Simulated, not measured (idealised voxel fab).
This section sets out a process module, namely voxel transistor to metal.
For reference, the cross-section in this document is cut, with width 210 nm and square cells of 5 nm.
How to read a cross-section here: the picture is a grid of square cells, written as bands going from the top down, and any band can span one or more rows of cells. Band: top height; bottom height; in nm. Then, left to right: material with width in nm, for each material. "throughout": a single material spanning edge to edge. "empty": empty space. Heights are expressed relative to 0, this being the level below which the as-received wafer comprises one material exclusively. The lowest band is unbounded in the downward direction and is denoted as in "0 down". Note: "30..40" means the width goes from the first number (top row of the band) to the second number (bottom row) in equal steps per row of cells. "no modification", as given for a step, is the statement that not any cell of the cross-section underwent a change during that step. The label "Closed internal voids" introduces a list of the empty spaces, 8 cells or larger, that have no open way up to the top; each entry in it reads width x height at distance, where the distance is taken from the left edge and all three are stated in nm. If you see something after the settings on a step's line, that's the simulator's own remark about that step. You can add "overlay nm" to a step's line. For a step with a mask, it describes how far the mask lay to the right of its planned position, and a negative number describes a lay to the left.

-- The steps planned for the process are as follows
1 RECEIVE with material Si
2 OXIDIZE with depth nm 5
3 CONFORMAL_DEP with material SiN, thk nm 15
4 DIRECTIONAL_DEP with material aC, thk nm 15
5 PATTERN with tone cover, mask id ACTIVE, material resist, width nm 125, thk nm 30, overlay nm 0
6 DIRECTIONAL_ETCH with etch materials aC, depth nm 15
7 STRIP with etch materials resist
8 DIRECTIONAL_ETCH with etch materials SiN, depth nm 15
9 DIRECTIONAL_ETCH with etch materials SiO2, depth nm 5
10 DIRECTIONAL_ETCH with etch materials Si, depth nm 35
11 STRIP with etch materials aC
12 FILL_DEP with material SiO2, thk nm 15
13 CMP with height nm 15
14 SELECTIVE_ETCH with etch materials SiO2, depth nm 5
15 STRIP with etch materials SiN
16 SELECTIVE_ETCH with etch materials SiO2, depth nm 5
17 OXIDIZE with depth nm 5
18 DIRECTIONAL_DEP with material polySi, thk nm 20
19 DIRECTIONAL_DEP with material SiCN, thk nm 15
20 PATTERN with tone cover, mask id GATE, material resist, width nm 35, thk nm 15, overlay nm 0
21 DIRECTIONAL_ETCH with etch materials SiCN, depth nm 25
22 DIRECTIONAL_ETCH with etch materials polySi, depth nm 30
23 STRIP with etch materials resist
24 CONFORMAL_DEP with material SiN, thk nm 10
25 DIRECTIONAL_ETCH with etch materials SiN, depth nm 10
26 DIRECTIONAL_ETCH with etch materials SiO2, depth nm 5
27 DIRECTIONAL_ETCH with etch materials Si, depth nm 10
28 EPI with material SiGe, thk nm 10
29 FILL_DEP with material SiO2, thk nm 10
30 CMP with height nm 15
31 STRIP with etch materials polySi
32 SELECTIVE_ETCH with etch materials SiO2, depth nm 5
33 CONFORMAL_DEP with material HfO2, thk nm 5
34 CONFORMAL_DEP with material TiN, thk nm 5
35 FILL_DEP with material W, thk nm 10
36 CMP with height nm 10
37 DIRECTIONAL_DEP with material SiO2, thk nm 15
38 PATTERN with tone open, mask id CONTACT, material resist, width nm 15, pitch nm 90, thk nm 20, overlay nm 0
39 DIRECTIONAL_ETCH with etch materials SiO2, depth nm 35
40 STRIP with etch materials resist
41 CONFORMAL_DEP with material TiN, thk nm 5
42 FILL_DEP with material Ru, thk nm 10
43 CMP with height nm 25
44 DIRECTIONAL_DEP with material TiN, thk nm 5
45 DIRECTIONAL_DEP with material W, thk nm 15
46 PATTERN with tone cover, mask id METAL_1, material resist, width nm 15, pitch nm 90, thk nm 15, overlay nm 0
47 DIRECTIONAL_ETCH with etch materials W, depth nm 15
48 DIRECTIONAL_ETCH with etch materials TiN, depth nm 5
49 STRIP with etch materials resist
50 FILL_DEP with material lowk, thk nm 5
51 CMP with height nm 45
52 CONFORMAL_DEP with material SiCN, thk nm 5
53 DIRECTIONAL_DEP with material SiO2, thk nm 30
54 DIRECTIONAL_DEP with material aC, thk nm 15
55 PATTERN with tone open, mask id METAL_2, material resist, width nm 15, pitch nm 90, thk nm 30, overlay nm 0
56 DIRECTIONAL_ETCH with etch materials aC, depth nm 15
57 STRIP with etch materials resist
58 DIRECTIONAL_ETCH with etch materials SiO2, depth nm 15
59 STRIP with etch materials aC
60 PATTERN with tone open, mask id METAL_2_HOLES, material resist, width nm 15, pitch nm 90, thk nm 20, overlay nm 0
61 DIRECTIONAL_ETCH with etch materials SiO2, depth nm 15
62 DIRECTIONAL_ETCH with etch materials SiCN, depth nm 5
63 STRIP with etch materials resist
64 CONFORMAL_DEP with material TiN, thk nm 5
65 FILL_DEP with material Ru, thk nm 10
66 CMP with height nm 80
67 CONFORMAL_DEP with material SiN, thk nm 5

-- So this is the incoming wafer in cross-section - it's already been through step 1
    0 down = Si throughout
    Closed internal voids: none

-- Starting structure and process plan are as shown above, but one mistake was made in running the module; the wafer cross-section at the end of the module follows
    85 to 80 = SiN throughout
    80 to 50 = 50 of SiO2; 5 of TiN; 5 of Ru; 5 of TiN; 75 of SiO2; 5 of TiN; 5 of Ru; 5 of TiN; 55 of SiO2
    50 to 45 = 50 of SiCN; 15 of TiN; 75 of SiCN; 15 of TiN; 55 of SiCN
    45 to 30 = 60 of lowk; 15 of W; 75 of lowk; 15 of W; 45 of lowk
    30 to 25 = 60 of lowk; 15 of TiN; 75 of lowk; 15 of TiN; 45 of lowk
    25 to 10 = 50 of SiO2; 5 of TiN; 5 of Ru; 5 of TiN; 75 of SiO2; 5 of TiN; 5 of Ru; 5 of TiN; 55 of SiO2
    10 to 5 = 50 of SiO2; 5 of TiN; 5 of Ru; 5 of TiN; 10 of SiO2; 10 of SiN; 5 of HfO2; 5 of TiN; 15 of W; 5 of TiN; 5 of HfO2; 10 of SiN; 10 of SiO2; 5 of TiN; 5 of Ru; 5 of TiN; 55 of SiO2
    5 to 0 = 35 of SiO2; 10 of SiN; 5 of SiO2; 15 of TiN; 10 of SiO2; 10 of SiN; 5 of HfO2; 5 of TiN; 15 of W; 5 of TiN; 5 of HfO2; 10 of SiN; 10 of SiO2; 15 of TiN; 5 of SiO2; 10 of SiN; 40 of SiO2
    0 to -5 = 35 of SiO2; 10 of SiN; 10 of SiGe; 10 of TiN; 10 of SiGe; 10 of SiN; 5 of HfO2; 25 of TiN; 5 of HfO2; 10 of SiN; 10 of SiGe; 10 of TiN; 10 of SiGe; 10 of SiN; 40 of SiO2
    -5 to -10 = 45 of SiO2; 10 of SiGe; 10 of TiN; 10 of SiGe; 5 of SiO2; 45 of HfO2; 5 of SiO2; 10 of SiGe; 10 of TiN; 10 of SiGe; 50 of SiO2
    -10 to -20 = 40 of SiO2; 5 of Si; 30 of SiGe; 55 of Si; 30 of SiGe; 5 of Si; 45 of SiO2
    -20 to -40 = 40 of SiO2; 125 of Si; 45 of SiO2
    -40 down = Si throughout
    Closed internal voids: none
Short version of what went wrong: step 46 did not happen as planned, as run it was PATTERN with tone cover, mask id METAL_1, material resist, width nm 15, pitch nm 90, thk nm 15, overlay nm 10
